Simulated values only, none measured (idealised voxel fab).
process module | voxel lift off
cross-section cut | 285 nm wide | cells 5 nm
A cross-section is a grid of square cells, given in bands from the top down. A band is one or more rows of cells.
Each band's line starts with the height of the band's top and of its bottom, in nm. Then come its materials from left to right, each with its width in nm. One material with "throughout" fills the band from edge to edge. "air" is empty space.
Height 0 is the level under which the wafer as received is all one material. The lowest band goes on downwards, as in "0 down".
A width such as "30 to 40" changes by the same amount from each row of cells to the next, from the band's top row to its bottom row.
"no change" after a step means that no cell of the cross-section changed.
closed voids: empty space of 8 cells or more with no open way to the top, each as width x height at its distance from the left edge, in nm
after a step's settings: what the simulator itself notes on the step
overlay nm, on a step with a mask: how far to the right of its planned place the mask lay; to the left if negative
plan
1 op RECEIVE | material Si
2 op CONFORMAL_DEP | material SiO2 | thk nm 15
3 op PATTERN | tone open | mask id LINES | material resist | width nm 20 | pitch nm 35 | thk nm 30 | overlay nm 0
4 op DIRECTIONAL_DEP | material Ru | thk nm 15
5 op STRIP | etch materials resist
6 op CONFORMAL_DEP | material SiN | thk nm 10
first wafer, as planned
as received, after step 1
  0 down: Si throughout
  closed voids: none
after step 2
  15 to 0: SiO2 throughout
  below 0: unchanged
after step 3
  45 to 15: resist 95 | air 20 | resist 15 | air 20 | resist 15 | air 20 | resist 100
  below 15: unchanged
after step 4
  60 to 45: Ru 95 | air 20 | Ru 15 | air 20 | Ru 15 | air 20 | Ru 100
  45 to 30: resist 95 | air 20 | resist 15 | air 20 | resist 15 | air 20 | resist 100
  30 to 15: resist 95 | Ru 20 | resist 15 | Ru 20 | resist 15 | Ru 20 | resist 100
  below 15: unchanged
after step 5
  30 to 15: air 95 | Ru 20 | air 15 | Ru 20 | air 15 | Ru 20 | air 100
  below 15: unchanged
after step 6
  40 to 30: air 85 | SiN 110 | air 90
  30 to 25: air 85 | SiN 10 | Ru 20 | SiN 15 | Ru 20 | SiN 15 | Ru 20 | SiN 10 | air 90
  25 to 15: SiN 95 | Ru 20 | SiN 15 | Ru 20 | SiN 15 | Ru 20 | SiN 100
  below 15: unchanged
second wafer: like start, like plan, one mistake. Through step 2 it matches the first wafer
when step 3 should have ended
  45 to 15: resist 100 | air 15 | resist 20 | air 15 | resist 20 | air 15 | resist 100
  below 15: unchanged
when step 4 should have ended
  60 to 45: Ru 100 | air 15 | Ru 20 | air 15 | Ru 20 | air 15 | Ru 100
  45 to 30: resist 100 | air 15 | resist 20 | air 15 | resist 20 | air 15 | resist 100
  30 to 15: resist 100 | Ru 15 | resist 20 | Ru 15 | resist 20 | Ru 15 | resist 100
  below 15: unchanged
when step 5 should have ended
  30 to 15: air 100 | Ru 15 | air 20 | Ru 15 | air 20 | Ru 15 | air 100
  below 15: unchanged
when step 6 should have ended
  40 to 30: air 90 | SiN 105 | air 90
  30 to 25: air 90 | SiN 10 | Ru 15 | SiN 20 | Ru 15 | SiN 20 | Ru 15 | SiN 10 | air 90
  25 to 15: SiN 100 | Ru 15 | SiN 20 | Ru 15 | SiN 20 | Ru 15 | SiN 100
  below 15: unchanged
what went wrong: step 3 ran as: op PATTERN | tone open | mask id LINES | material resist | width nm 15 | pitch nm 35 | thk nm 30 | overlay nm 0
at the end the second wafer has, in cells: 9 fewer of Ru | 6 more of SiN
